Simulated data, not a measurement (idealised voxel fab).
process module | voxel wiring stack
cross-section cut | 300 nm wide | cells 5 nm
A cross-section is a grid of square cells, given in bands from the top down. A band is one or more rows of cells.
Each band's line starts with the height of the band's top and of its bottom, in nm. Then come its materials from left to right, each with its width in nm. One material with "throughout" fills the band from edge to edge. "air" is empty space.
Height 0 is the level under which the wafer as received is all one material. The lowest band goes on downwards, as in "0 down".
A width such as "30 to 40" changes by the same amount from each row of cells to the next, from the band's top row to its bottom row.
"no change" after a step means that no cell of the cross-section changed.
closed voids: empty space of 8 cells or more with no open way to the top, each as width x height at its distance from the left edge, in nm
after a step's settings: what the simulator itself notes on the step
overlay nm, on a step with a mask: how far to the right of its planned place the mask lay; to the left if negative
plan
1 op RECEIVE | material Si
2 op CONFORMAL_DEP | material SiO2 | thk nm 15
3 op DIRECTIONAL_DEP | material TiN | thk nm 5
4 op DIRECTIONAL_DEP | material Ru | thk nm 25
5 op PATTERN | tone cover | mask id METAL_1 | material resist | width nm 20 | pitch nm 35 | thk nm 20 | overlay nm 0
6 op DIRECTIONAL_ETCH | etch materials Ru | depth nm 25
7 op DIRECTIONAL_ETCH | etch materials TiN | depth nm 5
8 op STRIP | etch materials resist
9 op FILL_DEP | material SiO2 | thk nm 5
10 op CMP | height nm 45
11 op CONFORMAL_DEP | material SiCN | thk nm 5
12 op DIRECTIONAL_DEP | material SiO2 | thk nm 30
13 op PATTERN | tone open | mask id METAL_2_HOLES | material resist | width nm 15 | pitch nm 35 | thk nm 20 | overlay nm 0
14 op DIRECTIONAL_ETCH | etch materials SiO2 | depth nm 30
15 op STRIP | etch materials resist
16 op PATTERN | tone open | mask id METAL_2 | material resist | width nm 20 | pitch nm 35 | thk nm 20 | overlay nm 0
17 op DIRECTIONAL_ETCH | etch materials SiO2 | depth nm 15
18 op DIRECTIONAL_ETCH | etch materials SiCN | depth nm 5
19 op STRIP | etch materials resist
20 op CONFORMAL_DEP | material TiN | thk nm 5
21 op FILL_DEP | material Cu | thk nm 10
22 op CMP | height nm 80
23 op CONFORMAL_DEP | material SiCN | thk nm 5
24 op DIRECTIONAL_DEP | material SiO2 | thk nm 10
25 op MASKED_ETCH | tone open | mask id PLUG_2 | width nm 15 | pitch nm 35 | etch materials SiO2 | depth nm 10 | overlay nm 0
26 op MASKED_ETCH | tone open | mask id PLUG_2 | width nm 15 | pitch nm 35 | etch materials SiCN | depth nm 5 | overlay nm 0
27 op EPI | material Ru | thk nm 10
28 op EPI | material Ru | thk nm 5
29 op DIRECTIONAL_DEP | material TiN | thk nm 5
30 op DIRECTIONAL_DEP | material Ru | thk nm 20
31 op MASKED_ETCH | tone cover | mask id METAL_3 | width nm 20 | pitch nm 35 | etch materials Ru | depth nm 20 | overlay nm 0
32 op MASKED_ETCH | tone cover | mask id METAL_3 | width nm 20 | pitch nm 35 | etch materials TiN | depth nm 5 | overlay nm 0
33 op FILL_DEP | material SiO2 | thk nm 10
34 op CMP | height nm 120
35 op CONFORMAL_DEP | material SiCN | thk nm 5
36 op DIRECTIONAL_DEP | material SiO2 | thk nm 20
37 op DIRECTIONAL_DEP | material aC | thk nm 10
38 op PATTERN | tone open | mask id PLUG_3 | material resist | width nm 15 | pitch nm 35 | thk nm 25 | overlay nm 0
39 op DIRECTIONAL_ETCH | etch materials aC | depth nm 10
40 op STRIP | etch materials resist
41 op DIRECTIONAL_ETCH | etch materials SiO2 | depth nm 20
42 op DIRECTIONAL_ETCH | etch materials SiCN | depth nm 5
43 op STRIP | etch materials aC
44 op CONFORMAL_DEP | material TiN | thk nm 5
45 op FILL_DEP | material Cu | thk nm 10
46 op CMP | height nm 145
47 op DIRECTIONAL_DEP | material TiN | thk nm 5
48 op DIRECTIONAL_DEP | material W | thk nm 25
49 op MASKED_ETCH | tone cover | mask id METAL_4 | width nm 20 | pitch nm 35 | etch materials W | depth nm 25 | overlay nm 0
50 op MASKED_ETCH | tone cover | mask id METAL_4 | width nm 20 | pitch nm 35 | etch materials TiN | depth nm 5 | overlay nm 0
51 op CONFORMAL_DEP | material SiN | thk nm 5
52 op FILL_DEP | material lowk | thk nm 5
53 op CMP | height nm 175
54 op CONFORMAL_DEP | material SiN | thk nm 5
first wafer, as planned
as received, after step 1
  0 down: Si throughout
  closed voids: none
after step 2
  15 to 0: SiO2 throughout
  below 0: unchanged
after step 3
  20 to 15: TiN throughout
  below 15: unchanged
after step 4
  45 to 20: Ru throughout
  below 20: unchanged
after step 5
  65 to 45: air 85 | resist 20 | air 15 | resist 20 | air 15 | resist 20 | air 15 | resist 20 | air 90
  below 45: unchanged
after step 6
  65 to 45: air 85 | resist 20 | air 15 | resist 20 | air 15 | resist 20 | air 15 | resist 20 | air 90
  45 to 20: air 85 | Ru 20 | air 15 | Ru 20 | air 15 | Ru 20 | air 15 | Ru 20 | air 90
  below 20: unchanged
after step 7
  65 to 45: air 85 | resist 20 | air 15 | resist 20 | air 15 | resist 20 | air 15 | resist 20 | air 90
  45 to 20: air 85 | Ru 20 | air 15 | Ru 20 | air 15 | Ru 20 | air 15 | Ru 20 | air 90
  20 to 15: air 85 | TiN 20 | air 15 | TiN 20 | air 15 | TiN 20 | air 15 | TiN 20 | air 90
  below 15: unchanged
after step 8
  45 to 20: air 85 | Ru 20 | air 15 | Ru 20 | air 15 | Ru 20 | air 15 | Ru 20 | air 90
  below 20: unchanged
after step 9
  50 to 45: SiO2 throughout
  45 to 20: SiO2 85 | Ru 20 | SiO2 15 | Ru 20 | SiO2 15 | Ru 20 | SiO2 15 | Ru 20 | SiO2 90
  20 to 15: SiO2 85 | TiN 20 | SiO2 15 | TiN 20 | SiO2 15 | TiN 20 | SiO2 15 | TiN 20 | SiO2 90
  below 15: unchanged
after step 10
  45 to 20: SiO2 85 | Ru 20 | SiO2 15 | Ru 20 | SiO2 15 | Ru 20 | SiO2 15 | Ru 20 | SiO2 90
  below 20: unchanged
after step 11
  50 to 45: SiCN throughout
  below 45: unchanged
after step 12
  80 to 50: SiO2 throughout
  below 50: unchanged
after step 13
  100 to 80: resist 85 | air 15 | resist 20 | air 15 | resist 20 | air 15 | resist 20 | air 15 | resist 95
  below 80: unchanged
after step 14
  100 to 80: resist 85 | air 15 | resist 20 | air 15 | resist 20 | air 15 | resist 20 | air 15 | resist 95
  80 to 50: SiO2 85 | air 15 | SiO2 20 | air 15 | SiO2 20 | air 15 | SiO2 20 | air 15 | SiO2 95
  below 50: unchanged
after step 15
  80 to 50: SiO2 85 | air 15 | SiO2 20 | air 15 | SiO2 20 | air 15 | SiO2 20 | air 15 | SiO2 95
  below 50: unchanged
after step 16
  100 to 80: resist 85 | air 20 | resist 15 | air 20 | resist 15 | air 20 | resist 15 | air 20 | resist 90
  below 80: unchanged
after step 17
  100 to 80: resist 85 | air 20 | resist 15 | air 20 | resist 15 | air 20 | resist 15 | air 20 | resist 90
  80 to 65: SiO2 85 | air 20 | SiO2 15 | air 20 | SiO2 15 | air 20 | SiO2 15 | air 20 | SiO2 90
  below 65: unchanged
after step 18
  100 to 80: resist 85 | air 20 | resist 15 | air 20 | resist 15 | air 20 | resist 15 | air 20 | resist 90
  80 to 65: SiO2 85 | air 20 | SiO2 15 | air 20 | SiO2 15 | air 20 | SiO2 15 | air 20 | SiO2 90
  65 to 50: SiO2 85 | air 15 | SiO2 20 | air 15 | SiO2 20 | air 15 | SiO2 20 | air 15 | SiO2 95
  50 to 45: SiCN 85 | air 15 | SiCN 20 | air 15 | SiCN 20 | air 15 | SiCN 20 | air 15 | SiCN 95
  below 45: unchanged
after step 19
  80 to 65: SiO2 85 | air 20 | SiO2 15 | air 20 | SiO2 15 | air 20 | SiO2 15 | air 20 | SiO2 90
  below 65: unchanged
after step 20
  85 to 80: TiN 90 | air 10 | TiN 25 | air 10 | TiN 25 | air 10 | TiN 25 | air 10 | TiN 95
  80 to 70: SiO2 85 | TiN 5 | air 10 | TiN 5 | SiO2 15 | TiN 5 | air 10 | TiN 5 | SiO2 15 | TiN 5 | air 10 | TiN 5 | SiO2 15 | TiN 5 | air 10 | TiN 5 | SiO2 90
  70 to 65: SiO2 85 | TiN 5 | air 5 | TiN 10 | SiO2 15 | TiN 5 | air 5 | TiN 10 | SiO2 15 | TiN 5 | air 5 | TiN 10 | SiO2 15 | TiN 5 | air 5 | TiN 10 | SiO2 90
  65 to 50: SiO2 85 | TiN 5 | air 5 | TiN 5 | SiO2 20 | TiN 5 | air 5 | TiN 5 | SiO2 20 | TiN 5 | air 5 | TiN 5 | SiO2 20 | TiN 5 | air 5 | TiN 5 | SiO2 95
  50 to 45: SiCN 85 | TiN 15 | SiCN 20 | TiN 15 | SiCN 20 | TiN 15 | SiCN 20 | TiN 15 | SiCN 95
  below 45: unchanged
after step 21
  95 to 85: Cu throughout
  85 to 80: TiN 90 | Cu 10 | TiN 25 | Cu 10 | TiN 25 | Cu 10 | TiN 25 | Cu 10 | TiN 95
  80 to 70: SiO2 85 | TiN 5 | Cu 10 | TiN 5 | SiO2 15 | TiN 5 | Cu 10 | TiN 5 | SiO2 15 | TiN 5 | Cu 10 | TiN 5 | SiO2 15 | TiN 5 | Cu 10 | TiN 5 | SiO2 90
  70 to 65: SiO2 85 | TiN 5 | Cu 5 | TiN 10 | SiO2 15 | TiN 5 | Cu 5 | TiN 10 | SiO2 15 | TiN 5 | Cu 5 | TiN 10 | SiO2 15 | TiN 5 | Cu 5 | TiN 10 | SiO2 90
  65 to 50: SiO2 85 | TiN 5 | Cu 5 | TiN 5 | SiO2 20 | TiN 5 | Cu 5 | TiN 5 | SiO2 20 | TiN 5 | Cu 5 | TiN 5 | SiO2 20 | TiN 5 | Cu 5 | TiN 5 | SiO2 95
  below 50: unchanged
after step 22
  80 to 70: SiO2 85 | TiN 5 | Cu 10 | TiN 5 | SiO2 15 | TiN 5 | Cu 10 | TiN 5 | SiO2 15 | TiN 5 | Cu 10 | TiN 5 | SiO2 15 | TiN 5 | Cu 10 | TiN 5 | SiO2 90
  below 70: unchanged
after step 23
  85 to 80: SiCN throughout
  below 80: unchanged
after step 24
  95 to 85: SiO2 throughout
  below 85: unchanged
after step 25
  95 to 85: SiO2 85 | air 15 | SiO2 20 | air 15 | SiO2 20 | air 15 | SiO2 20 | air 15 | SiO2 95
  below 85: unchanged
after step 26
  95 to 85: SiO2 85 | air 15 | SiO2 20 | air 15 | SiO2 20 | air 15 | SiO2 20 | air 15 | SiO2 95
  85 to 80: SiCN 85 | air 15 | SiCN 20 | air 15 | SiCN 20 | air 15 | SiCN 20 | air 15 | SiCN 95
  below 80: unchanged
after step 27
  95 to 90: SiO2 85 | air 15 | SiO2 20 | air 15 | SiO2 20 | air 15 | SiO2 20 | air 15 | SiO2 95
  90 to 85: SiO2 85 | Ru 15 | SiO2 20 | Ru 15 | SiO2 20 | Ru 15 | SiO2 20 | Ru 15 | SiO2 95
  85 to 80: SiCN 85 | Ru 15 | SiCN 20 | Ru 15 | SiCN 20 | Ru 15 | SiCN 20 | Ru 15 | SiCN 95
  below 80: unchanged
after step 28
  95 to 85: SiO2 85 | Ru 15 | SiO2 20 | Ru 15 | SiO2 20 | Ru 15 | SiO2 20 | Ru 15 | SiO2 95
  below 85: unchanged
after step 29
  100 to 95: TiN throughout
  below 95: unchanged
after step 30
  120 to 100: Ru throughout
  below 100: unchanged
after step 31
  120 to 100: air 85 | Ru 20 | air 15 | Ru 20 | air 15 | Ru 20 | air 15 | Ru 20 | air 90
  below 100: unchanged
after step 32
  120 to 100: air 85 | Ru 20 | air 15 | Ru 20 | air 15 | Ru 20 | air 15 | Ru 20 | air 90
  100 to 95: air 85 | TiN 20 | air 15 | TiN 20 | air 15 | TiN 20 | air 15 | TiN 20 | air 90
  below 95: unchanged
after step 33
  130 to 120: SiO2 throughout
  120 to 100: SiO2 85 | Ru 20 | SiO2 15 | Ru 20 | SiO2 15 | Ru 20 | SiO2 15 | Ru 20 | SiO2 90
  100 to 95: SiO2 85 | TiN 20 | SiO2 15 | TiN 20 | SiO2 15 | TiN 20 | SiO2 15 | TiN 20 | SiO2 90
  below 95: unchanged
after step 34
  120 to 100: SiO2 85 | Ru 20 | SiO2 15 | Ru 20 | SiO2 15 | Ru 20 | SiO2 15 | Ru 20 | SiO2 90
  below 100: unchanged
after step 35
  125 to 120: SiCN throughout
  below 120: unchanged
after step 36
  145 to 125: SiO2 throughout
  below 125: unchanged
after step 37
  155 to 145: aC throughout
  below 145: unchanged
after step 38
  180 to 155: resist 85 | air 15 | resist 20 | air 15 | resist 20 | air 15 | resist 20 | air 15 | resist 95
  below 155: unchanged
after step 39
  170 to 155: resist 85 | air 15 | resist 20 | air 15 | resist 20 | air 15 | resist 20 | air 15 | resist 95
  155 to 145: aC 85 | air 15 | aC 20 | air 15 | aC 20 | air 15 | aC 20 | air 15 | aC 95
  below 145: unchanged
after step 40
  155 to 145: aC 85 | air 15 | aC 20 | air 15 | aC 20 | air 15 | aC 20 | air 15 | aC 95
  below 145: unchanged
after step 41
  155 to 145: aC 85 | air 15 | aC 20 | air 15 | aC 20 | air 15 | aC 20 | air 15 | aC 95
  145 to 125: SiO2 85 | air 15 | SiO2 20 | air 15 | SiO2 20 | air 15 | SiO2 20 | air 15 | SiO2 95
  below 125: unchanged
after step 42
  155 to 145: aC 85 | air 15 | aC 20 | air 15 | aC 20 | air 15 | aC 20 | air 15 | aC 95
  145 to 125: SiO2 85 | air 15 | SiO2 20 | air 15 | SiO2 20 | air 15 | SiO2 20 | air 15 | SiO2 95
  125 to 120: SiCN 85 | air 15 | SiCN 20 | air 15 | SiCN 20 | air 15 | SiCN 20 | air 15 | SiCN 95
  below 120: unchanged
after step 43
  145 to 125: SiO2 85 | air 15 | SiO2 20 | air 15 | SiO2 20 | air 15 | SiO2 20 | air 15 | SiO2 95
  below 125: unchanged
after step 44
  150 to 145: TiN 90 | air 5 | TiN 30 | air 5 | TiN 30 | air 5 | TiN 30 | air 5 | TiN 100
  145 to 125: SiO2 85 | TiN 5 | air 5 | TiN 5 | SiO2 20 | TiN 5 | air 5 | TiN 5 | SiO2 20 | TiN 5 | air 5 | TiN 5 | SiO2 20 | TiN 5 | air 5 | TiN 5 | SiO2 95
  125 to 120: SiCN 85 | TiN 15 | SiCN 20 | TiN 15 | SiCN 20 | TiN 15 | SiCN 20 | TiN 15 | SiCN 95
  below 120: unchanged
after step 45
  160 to 150: Cu throughout
  150 to 145: TiN 90 | Cu 5 | TiN 30 | Cu 5 | TiN 30 | Cu 5 | TiN 30 | Cu 5 | TiN 100
  145 to 125: SiO2 85 | TiN 5 | Cu 5 | TiN 5 | SiO2 20 | TiN 5 | Cu 5 | TiN 5 | SiO2 20 | TiN 5 | Cu 5 | TiN 5 | SiO2 20 | TiN 5 | Cu 5 | TiN 5 | SiO2 95
  below 125: unchanged
after step 46
  145 to 125: SiO2 85 | TiN 5 | Cu 5 | TiN 5 | SiO2 20 | TiN 5 | Cu 5 | TiN 5 | SiO2 20 | TiN 5 | Cu 5 | TiN 5 | SiO2 20 | TiN 5 | Cu 5 | TiN 5 | SiO2 95
  below 125: unchanged
after step 47
  150 to 145: TiN throughout
  below 145: unchanged
after step 48
  175 to 150: W throughout
  below 150: unchanged
after step 49
  175 to 150: air 85 | W 20 | air 15 | W 20 | air 15 | W 20 | air 15 | W 20 | air 90
  below 150: unchanged
after step 50
  175 to 150: air 85 | W 20 | air 15 | W 20 | air 15 | W 20 | air 15 | W 20 | air 90
  150 to 145: air 85 | TiN 20 | air 15 | TiN 20 | air 15 | TiN 20 | air 15 | TiN 20 | air 90
  below 145: unchanged
after step 51
  180 to 175: air 80 | SiN 30 | air 5 | SiN 30 | air 5 | SiN 30 | air 5 | SiN 30 | air 85
  175 to 150: air 80 | SiN 5 | W 20 | SiN 5 | air 5 | SiN 5 | W 20 | SiN 5 | air 5 | SiN 5 | W 20 | SiN 5 | air 5 | SiN 5 | W 20 | SiN 5 | air 85
  150 to 145: SiN 85 | TiN 20 | SiN 15 | TiN 20 | SiN 15 | TiN 20 | SiN 15 | TiN 20 | SiN 90
  below 145: unchanged
after step 52
  185 to 180: lowk throughout
  180 to 175: lowk 80 | SiN 30 | lowk 5 | SiN 30 | lowk 5 | SiN 30 | lowk 5 | SiN 30 | lowk 85
  175 to 150: lowk 80 | SiN 5 | W 20 | SiN 5 | lowk 5 | SiN 5 | W 20 | SiN 5 | lowk 5 | SiN 5 | W 20 | SiN 5 | lowk 5 | SiN 5 | W 20 | SiN 5 | lowk 85
  below 150: unchanged
after step 53
  175 to 150: lowk 80 | SiN 5 | W 20 | SiN 5 | lowk 5 | SiN 5 | W 20 | SiN 5 | lowk 5 | SiN 5 | W 20 | SiN 5 | lowk 5 | SiN 5 | W 20 | SiN 5 | lowk 85
  below 150: unchanged
after step 54
  180 to 175: SiN throughout
  below 175: unchanged
second wafer: like start, like plan, one mistake. Through step 19 it matches the first wafer
when step 20 should have ended
  85 to 80: SiCN 90 | air 10 | SiCN 25 | air 10 | SiCN 25 | air 10 | SiCN 25 | air 10 | SiCN 95
  80 to 70: SiO2 85 | SiCN 5 | air 10 | SiCN 5 | SiO2 15 | SiCN 5 | air 10 | SiCN 5 | SiO2 15 | SiCN 5 | air 10 | SiCN 5 | SiO2 15 | SiCN 5 | air 10 | SiCN 5 | SiO2 90
  70 to 65: SiO2 85 | SiCN 5 | air 5 | SiCN 10 | SiO2 15 | SiCN 5 | air 5 | SiCN 10 | SiO2 15 | SiCN 5 | air 5 | SiCN 10 | SiO2 15 | SiCN 5 | air 5 | SiCN 10 | SiO2 90
  65 to 50: SiO2 85 | SiCN 5 | air 5 | SiCN 5 | SiO2 20 | SiCN 5 | air 5 | SiCN 5 | SiO2 20 | SiCN 5 | air 5 | SiCN 5 | SiO2 20 | SiCN 5 | air 5 | SiCN 5 | SiO2 95
  50 to 45: SiCN throughout
  below 45: unchanged
when step 21 should have ended
  95 to 85: Cu throughout
  85 to 80: SiCN 90 | Cu 10 | SiCN 25 | Cu 10 | SiCN 25 | Cu 10 | SiCN 25 | Cu 10 | SiCN 95
  80 to 70: SiO2 85 | SiCN 5 | Cu 10 | SiCN 5 | SiO2 15 | SiCN 5 | Cu 10 | SiCN 5 | SiO2 15 | SiCN 5 | Cu 10 | SiCN 5 | SiO2 15 | SiCN 5 | Cu 10 | SiCN 5 | SiO2 90
  70 to 65: SiO2 85 | SiCN 5 | Cu 5 | SiCN 10 | SiO2 15 | SiCN 5 | Cu 5 | SiCN 10 | SiO2 15 | SiCN 5 | Cu 5 | SiCN 10 | SiO2 15 | SiCN 5 | Cu 5 | SiCN 10 | SiO2 90
  65 to 50: SiO2 85 | SiCN 5 | Cu 5 | SiCN 5 | SiO2 20 | SiCN 5 | Cu 5 | SiCN 5 | SiO2 20 | SiCN 5 | Cu 5 | SiCN 5 | SiO2 20 | SiCN 5 | Cu 5 | SiCN 5 | SiO2 95
  below 50: unchanged
when step 22 should have ended
  80 to 70: SiO2 85 | SiCN 5 | Cu 10 | SiCN 5 | SiO2 15 | SiCN 5 | Cu 10 | SiCN 5 | SiO2 15 | SiCN 5 | Cu 10 | SiCN 5 | SiO2 15 | SiCN 5 | Cu 10 | SiCN 5 | SiO2 90
  below 70: unchanged
when step 23 should have ended
  85 to 80: SiCN throughout
  below 80: unchanged
when step 24 should have ended
  95 to 85: SiO2 throughout
  below 85: unchanged
when step 25 should have ended
  95 to 85: SiO2 85 | air 15 | SiO2 20 | air 15 | SiO2 20 | air 15 | SiO2 20 | air 15 | SiO2 95
  below 85: unchanged
when step 26 should have ended
  95 to 85: SiO2 85 | air 15 | SiO2 20 | air 15 | SiO2 20 | air 15 | SiO2 20 | air 15 | SiO2 95
  85 to 80: SiCN 85 | air 15 | SiCN 20 | air 15 | SiCN 20 | air 15 | SiCN 20 | air 15 | SiCN 95
  below 80: unchanged
when step 27 should have ended
  95 to 90: SiO2 85 | air 15 | SiO2 20 | air 15 | SiO2 20 | air 15 | SiO2 20 | air 15 | SiO2 95
  90 to 85: SiO2 85 | Ru 15 | SiO2 20 | Ru 15 | SiO2 20 | Ru 15 | SiO2 20 | Ru 15 | SiO2 95
  85 to 80: SiCN 85 | Ru 15 | SiCN 20 | Ru 15 | SiCN 20 | Ru 15 | SiCN 20 | Ru 15 | SiCN 95
  below 80: unchanged
when step 28 should have ended
  95 to 85: SiO2 85 | Ru 15 | SiO2 20 | Ru 15 | SiO2 20 | Ru 15 | SiO2 20 | Ru 15 | SiO2 95
  below 85: unchanged
when step 29 should have ended
  100 to 95: TiN throughout
  below 95: unchanged
when step 30 should have ended
  120 to 100: Ru throughout
  below 100: unchanged
when step 31 should have ended
  120 to 100: air 85 | Ru 20 | air 15 | Ru 20 | air 15 | Ru 20 | air 15 | Ru 20 | air 90
  below 100: unchanged
when step 32 should have ended
  120 to 100: air 85 | Ru 20 | air 15 | Ru 20 | air 15 | Ru 20 | air 15 | Ru 20 | air 90
  100 to 95: air 85 | TiN 20 | air 15 | TiN 20 | air 15 | TiN 20 | air 15 | TiN 20 | air 90
  below 95: unchanged
when step 33 should have ended
  130 to 120: SiO2 throughout
  120 to 100: SiO2 85 | Ru 20 | SiO2 15 | Ru 20 | SiO2 15 | Ru 20 | SiO2 15 | Ru 20 | SiO2 90
  100 to 95: SiO2 85 | TiN 20 | SiO2 15 | TiN 20 | SiO2 15 | TiN 20 | SiO2 15 | TiN 20 | SiO2 90
  below 95: unchanged
when step 34 should have ended
  120 to 100: SiO2 85 | Ru 20 | SiO2 15 | Ru 20 | SiO2 15 | Ru 20 | SiO2 15 | Ru 20 | SiO2 90
  below 100: unchanged
when step 35 should have ended
  125 to 120: SiCN throughout
  below 120: unchanged
when step 36 should have ended
  145 to 125: SiO2 throughout
  below 125: unchanged
when step 37 should have ended
  155 to 145: aC throughout
  below 145: unchanged
when step 38 should have ended
  180 to 155: resist 85 | air 15 | resist 20 | air 15 | resist 20 | air 15 | resist 20 | air 15 | resist 95
  below 155: unchanged
when step 39 should have ended
  170 to 155: resist 85 | air 15 | resist 20 | air 15 | resist 20 | air 15 | resist 20 | air 15 | resist 95
  155 to 145: aC 85 | air 15 | aC 20 | air 15 | aC 20 | air 15 | aC 20 | air 15 | aC 95
  below 145: unchanged
when step 40 should have ended
  155 to 145: aC 85 | air 15 | aC 20 | air 15 | aC 20 | air 15 | aC 20 | air 15 | aC 95
  below 145: unchanged
when step 41 should have ended
  155 to 145: aC 85 | air 15 | aC 20 | air 15 | aC 20 | air 15 | aC 20 | air 15 | aC 95
  145 to 125: SiO2 85 | air 15 | SiO2 20 | air 15 | SiO2 20 | air 15 | SiO2 20 | air 15 | SiO2 95
  below 125: unchanged
when step 42 should have ended
  155 to 145: aC 85 | air 15 | aC 20 | air 15 | aC 20 | air 15 | aC 20 | air 15 | aC 95
  145 to 125: SiO2 85 | air 15 | SiO2 20 | air 15 | SiO2 20 | air 15 | SiO2 20 | air 15 | SiO2 95
  125 to 120: SiCN 85 | air 15 | SiCN 20 | air 15 | SiCN 20 | air 15 | SiCN 20 | air 15 | SiCN 95
  below 120: unchanged
when step 43 should have ended
  145 to 125: SiO2 85 | air 15 | SiO2 20 | air 15 | SiO2 20 | air 15 | SiO2 20 | air 15 | SiO2 95
  below 125: unchanged
when step 44 should have ended
  150 to 145: TiN 90 | air 5 | TiN 30 | air 5 | TiN 30 | air 5 | TiN 30 | air 5 | TiN 100
  145 to 125: SiO2 85 | TiN 5 | air 5 | TiN 5 | SiO2 20 | TiN 5 | air 5 | TiN 5 | SiO2 20 | TiN 5 | air 5 | TiN 5 | SiO2 20 | TiN 5 | air 5 | TiN 5 | SiO2 95
  125 to 120: SiCN 85 | TiN 15 | SiCN 20 | TiN 15 | SiCN 20 | TiN 15 | SiCN 20 | TiN 15 | SiCN 95
  below 120: unchanged
when step 45 should have ended
  160 to 150: Cu throughout
  150 to 145: TiN 90 | Cu 5 | TiN 30 | Cu 5 | TiN 30 | Cu 5 | TiN 30 | Cu 5 | TiN 100
  145 to 125: SiO2 85 | TiN 5 | Cu 5 | TiN 5 | SiO2 20 | TiN 5 | Cu 5 | TiN 5 | SiO2 20 | TiN 5 | Cu 5 | TiN 5 | SiO2 20 | TiN 5 | Cu 5 | TiN 5 | SiO2 95
  below 125: unchanged
when step 46 should have ended
  145 to 125: SiO2 85 | TiN 5 | Cu 5 | TiN 5 | SiO2 20 | TiN 5 | Cu 5 | TiN 5 | SiO2 20 | TiN 5 | Cu 5 | TiN 5 | SiO2 20 | TiN 5 | Cu 5 | TiN 5 | SiO2 95
  below 125: unchanged
when step 47 should have ended
  150 to 145: TiN throughout
  below 145: unchanged
when step 48 should have ended
  175 to 150: W throughout
  below 150: unchanged
when step 49 should have ended
  175 to 150: air 85 | W 20 | air 15 | W 20 | air 15 | W 20 | air 15 | W 20 | air 90
  below 150: unchanged
when step 50 should have ended
  175 to 150: air 85 | W 20 | air 15 | W 20 | air 15 | W 20 | air 15 | W 20 | air 90
  150 to 145: air 85 | TiN 20 | air 15 | TiN 20 | air 15 | TiN 20 | air 15 | TiN 20 | air 90
  below 145: unchanged
when step 51 should have ended
  180 to 175: air 80 | SiN 30 | air 5 | SiN 30 | air 5 | SiN 30 | air 5 | SiN 30 | air 85
  175 to 150: air 80 | SiN 5 | W 20 | SiN 5 | air 5 | SiN 5 | W 20 | SiN 5 | air 5 | SiN 5 | W 20 | SiN 5 | air 5 | SiN 5 | W 20 | SiN 5 | air 85
  150 to 145: SiN 85 | TiN 20 | SiN 15 | TiN 20 | SiN 15 | TiN 20 | SiN 15 | TiN 20 | SiN 90
  below 145: unchanged
when step 52 should have ended
  185 to 180: lowk throughout
  180 to 175: lowk 80 | SiN 30 | lowk 5 | SiN 30 | lowk 5 | SiN 30 | lowk 5 | SiN 30 | lowk 85
  175 to 150: lowk 80 | SiN 5 | W 20 | SiN 5 | lowk 5 | SiN 5 | W 20 | SiN 5 | lowk 5 | SiN 5 | W 20 | SiN 5 | lowk 5 | SiN 5 | W 20 | SiN 5 | lowk 85
  below 150: unchanged
when step 53 should have ended
  175 to 150: lowk 80 | SiN 5 | W 20 | SiN 5 | lowk 5 | SiN 5 | W 20 | SiN 5 | lowk 5 | SiN 5 | W 20 | SiN 5 | lowk 5 | SiN 5 | W 20 | SiN 5 | lowk 85
  below 150: unchanged
when step 54 should have ended
  180 to 175: SiN throughout
  below 175: unchanged
what went wrong: step 20 ran as: op CONFORMAL_DEP | material SiCN | thk nm 5
at the end the second wafer has, in cells: 64 more of SiCN | 64 fewer of TiN
